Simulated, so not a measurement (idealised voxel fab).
Module name: voxel transistor to metal (process module)
210 nm wide, 5 nm square cells: that's cross-section cut.
How to read a cross-section here: the picture is a grid of square cells, written as bands going from the top down, and any band can span one or more rows of cells. A band entry consists of two parts. The first gives the height of the band's top and the height of its bottom, in nm. The rest lists the band's materials from left to right, each with its width in nm. A single material labelled with the word "full width" fills the band from edge to edge, and the word "empty" marks empty space. For the purposes of this specification, 0 denotes the height below which the wafer in its as-received condition is composed wholly of one material, and the lowermost band, lacking a lower limit, extends downward without end, as expressed in "0..down". Width: "30 to 40" (first number = top row, second number = bottom row, same change from row to row of cells). "no modifications" -> step changed no cross-section cell. Heads up: "Entrapped voids" only lists the empty pockets with no open path to the top that are 8 cells or more, and it writes them as width x height at distance, distance from the left edge, in nm. What comes after the settings on a step's line is commentary from the simulator itself on that step. "overlay nm" denotes, for a step that has a mask, the displacement of the mask to the right of its planned place, with negative values corresponding to the left.

LISTED BELOW ARE THE PROCESS STEPS AS PLANNED
1,RECEIVE (material Si)
2,CONFORMAL_DEP (material SiO2; thk nm 5)
3,CONFORMAL_DEP (material SiN; thk nm 10)
4,MASKED_ETCH (tone cover; mask id ACTIVE; width nm 115; etch materials SiN; depth nm 10; overlay nm 0)
5,MASKED_ETCH (tone cover; mask id ACTIVE; width nm 115; etch materials SiO2; depth nm 5; overlay nm 0)
6,MASKED_ETCH (tone cover; mask id ACTIVE; width nm 115; etch materials Si; depth nm 35; overlay nm 0)
7,OXIDIZE (depth nm 5)
8,FILL_DEP (material SiO2; thk nm 15)
9,CMP (height nm 15)
10,SELECTIVE_ETCH (etch materials SiO2; depth nm 5)
11,STRIP (etch materials SiN)
12,SELECTIVE_ETCH (etch materials SiO2; depth nm 5)
13,OXIDIZE (depth nm 5)
14,DIRECTIONAL_DEP (material polySi; thk nm 30)
15,DIRECTIONAL_DEP (material SiCN; thk nm 10)
16,PATTERN (tone cover; mask id GATE; material resist; width nm 25; thk nm 15; overlay nm 0)
17,DIRECTIONAL_ETCH (etch materials SiCN; depth nm 20)
18,DIRECTIONAL_ETCH (etch materials polySi; depth nm 40)
19,STRIP (etch materials resist)
20,CONFORMAL_DEP (material SiN; thk nm 10)
21,DIRECTIONAL_ETCH (etch materials SiN; depth nm 10)
22,DIRECTIONAL_ETCH (etch materials SiO2; depth nm 5)
23,EPI (material nSi; thk nm 5)
24,FILL_DEP (material SiO2; thk nm 5)
25,CMP (height nm 40)
26,DIRECTIONAL_DEP (material SiO2; thk nm 10)
27,DIRECTIONAL_DEP (material aC; thk nm 10)
28,PATTERN (tone open; mask id CONTACT; material resist; width nm 20; pitch nm 75; thk nm 30; overlay nm 0)
29,DIRECTIONAL_ETCH (etch materials aC; depth nm 10)
30,STRIP (etch materials resist)
31,DIRECTIONAL_ETCH (etch materials SiO2; depth nm 50)
32,STRIP (etch materials aC)
33,CONFORMAL_DEP (material TiN; thk nm 5)
34,FILL_DEP (material Ru; thk nm 5)
35,CMP (height nm 50)
36,CONFORMAL_DEP (material SiCN; thk nm 5)
37,DIRECTIONAL_DEP (material lowk; thk nm 15)
38,PATTERN (tone open; mask id METAL_1; material resist; width nm 20; pitch nm 75; thk nm 20; overlay nm 0)
39,DIRECTIONAL_ETCH (etch materials lowk; depth nm 15)
40,DIRECTIONAL_ETCH (etch materials SiCN; depth nm 5)
41,STRIP (etch materials resist)
42,CONFORMAL_DEP (material TiN; thk nm 5)
43,FILL_DEP (material W; thk nm 5)
44,CMP (height nm 70)
45,CONFORMAL_DEP (material SiN; thk nm 5)

INCOMING WAFER, CROSS-SECTIONAL VIEW, POST STEP 1
	0..down = Si full width
	Entrapped voids: none

FIRST OF TWO WAFERS AT THE END OF THE MODULE, SHOWN IN CROSS-SECTION; RUN CARRIED OUT AS PLANNED
	75..70 = SiN full width
	70..55 = lowk 55 nm, TiN 5 nm, W 10 nm, TiN 5 nm, lowk 55 nm, TiN 5 nm, W 10 nm, TiN 5 nm, lowk 60 nm
	55..50 = SiCN 55 nm, TiN 20 nm, SiCN 55 nm, TiN 20 nm, SiCN 60 nm
	50..40 = SiO2 55 nm, TiN 5 nm, Ru 10 nm, TiN 5 nm, SiO2 55 nm, TiN 5 nm, Ru 10 nm, TiN 5 nm, SiO2 60 nm
	40..30 = SiO2 55 nm, TiN 5 nm, Ru 10 nm, TiN 5 nm, SiO2 5 nm, SiN 10 nm, SiCN 25 nm, SiN 10 nm, SiO2 5 nm, TiN 5 nm, Ru 10 nm, TiN 5 nm, SiO2 60 nm
	30..5 = SiO2 55 nm, TiN 5 nm, Ru 10 nm, TiN 5 nm, SiO2 5 nm, SiN 10 nm, polySi 25 nm, SiN 10 nm, SiO2 5 nm, TiN 5 nm, Ru 10 nm, TiN 5 nm, SiO2 60 nm
	5..0 = SiO2 40 nm, SiN 10 nm, SiO2 5 nm, TiN 20 nm, SiO2 5 nm, SiN 10 nm, polySi 25 nm, SiN 10 nm, SiO2 5 nm, TiN 20 nm, SiO2 5 nm, SiN 10 nm, SiO2 45 nm
	0..-5 = SiO2 50 nm, nSi 30 nm, SiO2 45 nm, nSi 30 nm, SiO2 55 nm
	-5..-40 = SiO2 50 nm, Si 105 nm, SiO2 55 nm
	-40..down = Si full width
	Entrapped voids: none

PRESENTED HERE IS A CROSS-SECTION OF THE SECOND OF THE TWO WAFERS AS IT STOOD AT THE END OF THE MODULE. IT WAS STARTED IN THE SAME MANNER AND ASSIGNED THE SAME PLAN AS THE FIRST WAFER; HOWEVER, ONE MISTAKE WAS MADE IN ITS EXECUTION
	75..70 = SiN full width
	70..55 = lowk 65 nm, TiN 5 nm, W 10 nm, TiN 5 nm, lowk 55 nm, TiN 5 nm, W 10 nm, TiN 5 nm, lowk 50 nm
	55..50 = SiCN 65 nm, TiN 20 nm, SiCN 55 nm, TiN 20 nm, SiCN 50 nm
	50..40 = SiO2 55 nm, TiN 5 nm, Ru 10 nm, TiN 5 nm, SiO2 55 nm, TiN 5 nm, Ru 10 nm, TiN 5 nm, SiO2 60 nm
	40..30 = SiO2 55 nm, TiN 5 nm, Ru 10 nm, TiN 5 nm, SiO2 5 nm, SiN 10 nm, SiCN 25 nm, SiN 10 nm, SiO2 5 nm, TiN 5 nm, Ru 10 nm, TiN 5 nm, SiO2 60 nm
	30..5 = SiO2 55 nm, TiN 5 nm, Ru 10 nm, TiN 5 nm, SiO2 5 nm, SiN 10 nm, polySi 25 nm, SiN 10 nm, SiO2 5 nm, TiN 5 nm, Ru 10 nm, TiN 5 nm, SiO2 60 nm
	5..0 = SiO2 40 nm, SiN 10 nm, SiO2 5 nm, TiN 20 nm, SiO2 5 nm, SiN 10 nm, polySi 25 nm, SiN 10 nm, SiO2 5 nm, TiN 20 nm, SiO2 5 nm, SiN 10 nm, SiO2 45 nm
	0..-5 = SiO2 50 nm, nSi 30 nm, SiO2 45 nm, nSi 30 nm, SiO2 55 nm
	-5..-40 = SiO2 50 nm, Si 105 nm, SiO2 55 nm
	-40..down = Si full width
	Entrapped voids: none
What was done differently from what was planned? rather than as planned, step 38 actually ran as PATTERN (tone open; mask id METAL_1; material resist; width nm 20; pitch nm 75; thk nm 20; overlay nm 10)
Final state: per-material cell counts identical on both wafers; locations differ.
